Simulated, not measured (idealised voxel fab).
Process module under the name voxel capacitor over wiring
Xsec cut, 220 nm wide, square cell size 5 nm.
Cross-section layout: square cells on a grid; listed as bands, top to bottom; a band spans one or more cell rows.
This entry defines a band. It first specifies the height of the band's top and the height of its bottom in nm, and then specifies the band's materials from left to right, stating each material with its width in nm. The word "full width" identifies a single material that fills the band from edge to edge, while the word "blank" identifies empty space.
The reference from which all heights are counted is 0, the level beneath which the as-received wafer is entirely one material; the lowest band, having no lower bound, proceeds downward and is written after the example "from 0 down".
When a width is written as two numbers, as in "30->40", the first number is the width in the top row of cells of the band and the second is the width in its bottom row, and the width changes by the same amount from each row to the next.
"left unchanged" for a step: no cell of the cross-section changed in that step.
Basically, "Fully enclosed voids" tells you about the enclosed voids: empty spaces with no open way to the top, 8 cells or bigger, each written width x height at distance, where distance is from the left edge, all in nm.
The remark found on a step's line after its settings is issued by the simulator itself and pertains to that step.
The line of a step may include "overlay nm". On a step with a mask, this value is how far to the right of its planned place the mask lay. A negative value means the mask lay to the left.

### Process steps foreseen in the plan
step 1: RECEIVE [material Si]
step 2: CONFORMAL_DEP [material SiO2] [thk nm 10]
step 3: DIRECTIONAL_DEP [material TiN] [thk nm 5]
step 4: DIRECTIONAL_DEP [material W] [thk nm 20]
step 5: DIRECTIONAL_DEP [material aC] [thk nm 10]
step 6: PATTERN [tone cover] [mask id METAL_1] [material resist] [width nm 20] [pitch nm 70] [thk nm 30] [overlay nm 0]
step 7: DIRECTIONAL_ETCH [etch materials aC] [depth nm 10]
step 8: STRIP [etch materials resist]
step 9: DIRECTIONAL_ETCH [etch materials W] [depth nm 20]
step 10: DIRECTIONAL_ETCH [etch materials TiN] [depth nm 5]
step 11: STRIP [etch materials aC]
step 12: FILL_DEP [material SiO2] [thk nm 10]
step 13: CMP [height nm 35]
step 14: CONFORMAL_DEP [material SiCN] [thk nm 5]
step 15: DIRECTIONAL_DEP [material SiO2] [thk nm 20]
step 16: PATTERN [tone open] [mask id PLUG_1] [material resist] [width nm 15] [thk nm 20] [overlay nm 0]
step 17: DIRECTIONAL_ETCH [etch materials SiO2] [depth nm 20]
step 18: DIRECTIONAL_ETCH [etch materials SiCN] [depth nm 5]
step 19: STRIP [etch materials resist]
step 20: CONFORMAL_DEP [material TiN] [thk nm 5]
step 21: FILL_DEP [material Cu] [thk nm 5]
step 22: CMP [height nm 60]
step 23: DIRECTIONAL_DEP [material TiN] [thk nm 10]
step 24: DIRECTIONAL_DEP [material HfO2] [thk nm 5]
step 25: DIRECTIONAL_DEP [material TiN] [thk nm 5]
step 26: MASKED_ETCH [tone cover] [mask id UPPER_PLATE] [width nm 55] [etch materials TiN] [depth nm 5] [overlay nm 0]
step 27: MASKED_ETCH [tone cover] [mask id UPPER_PLATE] [width nm 55] [etch materials HfO2] [depth nm 5] [overlay nm 0]
step 28: MASKED_ETCH [tone cover] [mask id LOWER_PLATE] [width nm 65] [etch materials TiN] [depth nm 10] [overlay nm 0]
step 29: FILL_DEP [material SiO2] [thk nm 20]
step 30: CMP [height nm 95]
step 31: PATTERN [tone open] [mask id PLUG_2] [material resist] [width nm 15] [thk nm 15] [overlay nm 0]
step 32: DIRECTIONAL_ETCH [etch materials SiO2] [depth nm 15]
step 33: STRIP [etch materials resist]
step 34: CONFORMAL_DEP [material TiN] [thk nm 5]
step 35: FILL_DEP [material Cu] [thk nm 10]
step 36: CMP [height nm 95]
step 37: CONFORMAL_DEP [material SiN] [thk nm 5]
Every wafer here starts from the same state; it is the step 16 width nm that distinguishes them, and the value the plan gives belongs to the first wafer.

### Cross-section of the first of several wafers on receipt, reflecting completion of step 1
	from 0 down  Si full width
	Fully enclosed voids: none

### The cross-section of the first of several wafers is given below for the end of the module, after its final step, step 37
	from 100 to 95  SiN full width
	from 95 to 85  SiO2 (80) / TiN (5) / Cu (5) / TiN (5) / SiO2 (125)
	from 85 to 75  SiO2 (80->70) / TiN (15->55) / SiO2 (125->95)
	from 75 to 70  SiO2 (70) / HfO2 (55) / SiO2 (95)
	from 70 to 60  SiO2 (65) / TiN (65) / SiO2 (90)
	from 60 to 40  SiO2 (70) / TiN (5) / Cu (5) / TiN (5) / SiO2 (135)
	from 40 to 35  SiCN (70) / TiN (15) / SiCN (135)
	from 35 to 15  SiO2 (65) / W (20) / SiO2 (50) / W (20) / SiO2 (65)
	from 15 to 10  SiO2 (65) / TiN (20) / SiO2 (50) / TiN (20) / SiO2 (65)
	from 10 to 0  SiO2 full width
	from 0 down  Si full width
	Fully enclosed voids: none

### Cross-sectional view, end of module, last wafer of several
	from 100 to 95  SiN full width
	from 95 to 85  SiO2 (80) / TiN (5) / Cu (5) / TiN (5) / SiO2 (125)
	from 85 to 75  SiO2 (80->70) / TiN (15->55) / SiO2 (125->95)
	from 75 to 70  SiO2 (70) / HfO2 (55) / SiO2 (95)
	from 70 to 60  SiO2 (65) / TiN (65) / SiO2 (90)
	from 60 to 40  SiO2 (65) / TiN (5) / Cu (20) / TiN (5) / SiO2 (125)
	from 40 to 35  SiCN (65) / TiN (30) / SiCN (125)
	from 35 to 15  SiO2 (65) / W (20) / SiO2 (50) / W (20) / SiO2 (65)
	from 15 to 10  SiO2 (65) / TiN (20) / SiO2 (50) / TiN (20) / SiO2 (65)
	from 10 to 0  SiO2 full width
	from 0 down  Si full width
	Fully enclosed voids: none

### So in this table every wafer gets its own row, and what you see is where it stands at the end of the module: for each material, how many cells it picked up (+) or gave up (-) since we received it, and after that its closed voids
width nm 15 | +6 Cu | +11 HfO2 | +41 SiCN | +44 SiN | +683 SiO2 | +63 TiN | +32 W | Fully enclosed voids: none
width nm 20 | +10 Cu | +11 HfO2 | +40 SiCN | +44 SiN | +679 SiO2 | +64 TiN | +32 W | Fully enclosed voids: none
width nm 25 | +14 Cu | +11 HfO2 | +39 SiCN | +44 SiN | +675 SiO2 | +65 TiN | +32 W | Fully enclosed voids: none
width nm 30 | +18 Cu | +11 HfO2 | +38 SiCN | +44 SiN | +671 SiO2 | +66 TiN | +32 W | Fully enclosed voids: none
